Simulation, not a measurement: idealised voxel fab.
process module | voxel fin reveal
cross-section cut | 165 nm wide | cells 5 nm
A cross-section is a grid of square cells, given in bands from the top down. A band is one or more rows of cells.
Each band's line starts with the height of the band's top and of its bottom, in nm. Then come its materials from left to right, each with its width in nm. One material with "throughout" fills the band from edge to edge. "air" is empty space.
Height 0 is the level under which the wafer as received is all one material. The lowest band goes on downwards, as in "0 down".
A width such as "30 to 40" changes by the same amount from each row of cells to the next, from the band's top row to its bottom row.
"no change" after a step means that no cell of the cross-section changed.
closed voids: empty space of 8 cells or more with no open way to the top, each as width x height at its distance from the left edge, in nm
after a step's settings: what the simulator itself notes on the step
overlay nm, on a step with a mask: how far to the right of its planned place the mask lay; to the left if negative
plan
1 op RECEIVE | material Si
2 op CONFORMAL_DEP | material SiN | thk nm 5
3 op MASKED_ETCH | tone cover | mask id FINS | width nm 15 | pitch nm 40 | etch materials SiN | depth nm 5 | overlay nm 0
4 op MASKED_ETCH | tone cover | mask id FINS | width nm 15 | pitch nm 40 | etch materials Si | depth nm 40 | overlay nm 0
5 op OXIDIZE | depth nm 5
6 op FILL_DEP | material SiO2 | thk nm 5
7 op CMP | height nm 5
8 op SELECTIVE_ETCH | etch materials SiO2 | depth nm 30
9 op STRIP | etch materials SiN
as received, after step 1
  0 down: Si throughout
  closed voids: none
a wafer at the end: this start, this plan, one mistake
  0 to -25: air 20 | Si 5 | air 35 | Si 5 | air 35 | Si 5 | air 35 | Si 5 | air 20
  -25 to -35: SiO2 20 | Si 5 | SiO2 35 | Si 5 | SiO2 35 | Si 5 | SiO2 35 | Si 5 | SiO2 20
  -35 down: Si throughout
  closed voids: none
what went wrong: step 4 ran as: op MASKED_ETCH | tone cover | mask id FINS | width nm 15 | pitch nm 40 | etch materials Si | depth nm 30 | overlay nm 0
